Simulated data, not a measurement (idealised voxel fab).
Process module, titled voxel quadruple lines
In the cross-section labelled cut, the width is 230 nm and each square cell is 5 nm.
A cross-section is written here as square cells arranged in a grid, and it is given in bands from the top down, each band taking up one or more rows of cells. Heights first: top, then bottom, in nm. Then materials, left to right, each with a width in nm. "throughout" on a single material: fills the band edge to edge. "empty": empty space. Below 0: as-received wafer, all one material; heights counted from there. Lowest band: no bottom, goes on down, written "0 and below". Note: "30->40" means the width goes from the first number (top row of the band) to the second number (bottom row) in equal steps per row of cells. For the purposes of this document, the phrase "left unchanged" attached to a step denotes that no cell within the cross-section was modified by that step. Closed empty spaces (no open way to the top) of 8 cells or more are what "Trapped voids" lists, each as width x height at distance from the left edge, nm for all three. Note: text after step settings on the step line = simulator remark on that step. overlay nm: mask right of planned place by this much (step with mask). Neg. = left.

[Listed below are the process steps as planned]
- 1: op RECEIVE | material Si
- 2: op CONFORMAL_DEP | material SiO2 | thk nm 10
- 3: op DIRECTIONAL_DEP | material Ru | thk nm 10
- 4: op DIRECTIONAL_DEP | material polySi | thk nm 20
- 5: op DIRECTIONAL_DEP | material aC | thk nm 20
- 6: op PATTERN | tone cover | mask id MANDREL | material resist | width nm 35 | pitch nm 100 | thk nm 30 | overlay nm -15
- 7: op DIRECTIONAL_ETCH | etch materials aC | depth nm 20
- 8: op STRIP | etch materials resist
- 9: op CONFORMAL_DEP | material SiO2 | thk nm 15
- 10: op DIRECTIONAL_ETCH | etch materials SiO2 | depth nm 15
- 11: op STRIP | etch materials aC
- 12: op DIRECTIONAL_ETCH | etch materials polySi | depth nm 20
- 13: op STRIP | etch materials SiO2
- 14: op CONFORMAL_DEP | material SiN | thk nm 10
- 15: op DIRECTIONAL_ETCH | etch materials SiN | depth nm 10
- 16: op STRIP | etch materials polySi
- 17: op DIRECTIONAL_ETCH | etch materials Ru | depth nm 10
- 18: op STRIP | etch materials SiN
Wafer-to-wafer difference: overlay nm, step 6. Common start. Plan = first wafer's value.

[Here's the first of the wafers in cross-section, just as we got it, i.e. after step 1]
- 0 and below  Si throughout
- Trapped voids: none

[Cross-section after step 18, the final step of the module, for the first of several wafers]
- 20 down to 10  empty (5), then Ru (10), then empty (15), then Ru (10), then empty (15), then Ru (10), then empty (15), then Ru (10), then empty (15), then Ru (10), then empty (15), then Ru (10), then empty (15), then Ru (10), then empty (15), then Ru (10), then empty (40)
- 10 down to 0  SiO2 throughout
- 0 and below  Si throughout
- Trapped voids: none

[Cross-sectional view, end of module, last wafer of several]
- 20 down to 10  empty (35), then Ru (10), then empty (15), then Ru (10), then empty (15), then Ru (10), then empty (15), then Ru (10), then empty (15), then Ru (10), then empty (15), then Ru (10), then empty (15), then Ru (10), then empty (15), then Ru (10), then empty (10)
- 10 down to 0  SiO2 throughout
- 0 and below  Si throughout
- Trapped voids: none

[Take any row and you have a wafer at the end of the module: how many cells of each material it has gained (+) or lost (-) since it was received, and then its closed voids]
overlay nm -15 | +32 Ru | +92 SiO2 | Trapped voids: none
overlay nm -10 | +32 Ru | +92 SiO2 | Trapped voids: none
overlay nm -5 | +32 Ru | +92 SiO2 | Trapped voids: none
overlay nm 0 | +32 Ru | +92 SiO2 | Trapped voids: none
overlay nm 5 | +32 Ru | +92 SiO2 | Trapped voids: none
overlay nm 10 | +32 Ru | +92 SiO2 | Trapped voids: none
overlay nm 15 | +32 Ru | +92 SiO2 | Trapped voids: none
